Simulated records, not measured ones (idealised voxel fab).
This section sets out a process module, namely voxel released beams.
This is section cut - it's 255 nm across, gridded in 5 nm square cells.
Each cross-section below is a grid of square cells, stated as bands in top-down order, with one or more rows of cells making up each band. For a band, the entry starts with two heights in nm, that of the top and then that of the bottom, and carries on with the band's materials in order from left to right, each alongside its width in nm; the word "throughout" beside a single material means it fills the band edge to edge, and "blank" means empty space. The level at which height equals 0 is the one under which the wafer, as it arrives, is entirely one material. No lower edge exists for the bottom band, which continues downward and is notated as in "top 0, no bottom". A width given as "30->40" starts at the first number in the band's top row and ends at the second number in its bottom row, shifting by an equal amount at every step from row to row. Reading "no modification" for a step: not a cell of the cross-section changed in it. Basically, "Closed voids list" tells you about the enclosed voids: empty spaces with no open way to the top, 8 cells or bigger, each written width x height at distance, where distance is from the left edge, all in nm. after a step's settings: what the simulator itself notes on the step. If you see "overlay nm" on a step's line and that step has a mask, it's telling you how far right of where it was planned the mask ended up; a negative number means it went left instead.
## The following list gives the planned process steps
1: RECEIVE | material Si
2: CONFORMAL_DEP | material SiN | thk nm 5
3: DIRECTIONAL_DEP | material SiO2 | thk nm 20
4: MASKED_ETCH | tone open | mask id ANCHOR | width nm 35 | etch materials SiO2 | depth nm 20 | overlay nm 0
5: CONFORMAL_DEP | material W | thk nm 10
6: DIRECTIONAL_DEP | material aC | thk nm 15
7: PATTERN | tone cover | mask id BEAM | material resist | width nm 85 | thk nm 30 | overlay nm 0
8: DIRECTIONAL_ETCH | etch materials aC | depth nm 5
9: STRIP | etch materials resist
10: DIRECTIONAL_ETCH | etch materials W | depth nm 10
11: STRIP | etch materials aC
12: STRIP | etch materials SiO2
Keep in mind the plan's value for the depth nm of step 8 comes from the first wafer; the wafers don't share that setting, but they do share the same starting point.
## First wafer of several, as received: cross-section after step 1
	top 0, no bottom = Si throughout
	Closed voids list: none
## Heads up, this table goes wafer by wafer. A row tells you, at the end of the module, how many cells of each material that wafer has put on (+) or dropped (-) since it was received, and then its closed voids
depth nm 5 | +51 SiN | +176 SiO2 | +118 W | Closed voids list: none
depth nm 10 | +51 SiN | +176 SiO2 | +118 W | Closed voids list: none
depth nm 15 | +51 SiN | +50 W | Closed voids list: none
depth nm 20 | +51 SiN | +50 W | Closed voids list: none
depth nm 25 | +51 SiN | +50 W | Closed voids list: none
depth nm 30 | +51 SiN | +50 W | Closed voids list: none
